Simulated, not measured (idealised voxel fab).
The following process module bears the name voxel quadruple lines.
Displayed cross-section: cut, width of 215 nm, square cells sized 5 nm.
A cross-section is written here as square cells arranged in a grid, and it is given in bands from the top down, each band taking up one or more rows of cells.
First you get the band's top height and its bottom height, in nm, and then the materials it's made of, left to right, with each width in nm. If you see a single material with "all across", that one covers the band edge to edge. "empty" is empty space.
Counting heights begins at 0, where everything beneath is, in the wafer as received, one material. The lowest band has no bottom; it goes on downwards, as "0 -> down" shows.
The two numbers in a width such as "30..40" mark its ends across the band: the first belongs to the top row of cells, the second to the bottom row, and from each row to the next the width moves by the same amount.
No cell of the cross-section changed in a step that is given as "no alteration".
Closed empty spaces (no open way to the top) of 8 cells or more are what "Enclosed internal voids" lists, each as width x height at distance from the left edge, nm for all three.
That trailing text on a step's line, after the settings, is the simulator's own remark on the step.
"overlay nm" on a masked step: distance the mask lay right of its planned place, negative for left.

**The following list gives the planned process steps**
| 1 | RECEIVE, material Si |
| 2 | CONFORMAL_DEP, material SiO2, thk nm 10 |
| 3 | DIRECTIONAL_DEP, material Ru, thk nm 15 |
| 4 | DIRECTIONAL_DEP, material polySi, thk nm 20 |
| 5 | DIRECTIONAL_DEP, material aC, thk nm 25 |
| 6 | PATTERN, tone cover, mask id MANDREL, material resist, width nm 20, pitch nm 60, thk nm 35, overlay nm 0 |
| 7 | DIRECTIONAL_ETCH, etch materials aC, depth nm 25 |
| 8 | STRIP, etch materials resist |
| 9 | CONFORMAL_DEP, material SiO2, thk nm 10 |
| 10 | DIRECTIONAL_ETCH, etch materials SiO2, depth nm 10 |
| 11 | STRIP, etch materials aC |
| 12 | DIRECTIONAL_ETCH, etch materials polySi, depth nm 20 |
| 13 | STRIP, etch materials SiO2 |
| 14 | CONFORMAL_DEP, material SiN, thk nm 5 |
| 15 | DIRECTIONAL_ETCH, etch materials SiN, depth nm 5 |
| 16 | STRIP, etch materials polySi |
| 17 | DIRECTIONAL_ETCH, etch materials Ru, depth nm 15 |
| 18 | STRIP, etch materials SiN |

**Cross-section of the incoming wafer, state after step 1**
    0 -> down: Si all across
    Enclosed internal voids: none

**End-of-module cross-section of the first of two wafers, processed as planned**
    25 -> 10: 50 nm empty, 5 nm Ru, 10 nm empty, 5 nm Ru, 10 nm empty, 5 nm Ru, 10 nm empty, 5 nm Ru, 10 nm empty, 5 nm Ru, 10 nm empty, 5 nm Ru, 10 nm empty, 5 nm Ru, 10 nm empty, 5 nm Ru, 55 nm empty
    10 -> 0: SiO2 all across
    0 -> down: Si all across
    Enclosed internal voids: none

**End of module, second wafer, cross-section. Started like the first, planned like the first, run with one mistake**
    15 -> 0: 50 nm empty, 5 nm Ru, 10 nm empty, 5 nm Ru, 10 nm empty, 5 nm Ru, 10 nm empty, 5 nm Ru, 10 nm empty, 5 nm Ru, 10 nm empty, 5 nm Ru, 10 nm empty, 5 nm Ru, 10 nm empty, 5 nm Ru, 55 nm empty
    0 -> down: Si all across
    Enclosed internal voids: none
Short version of what went wrong: step 2 of the plan got skipped, so it never ran
It is noted that, at the conclusion of processing, the second wafer exhibits a higher or lower cell count for certain materials relative to the first: 86 fewer of SiO2
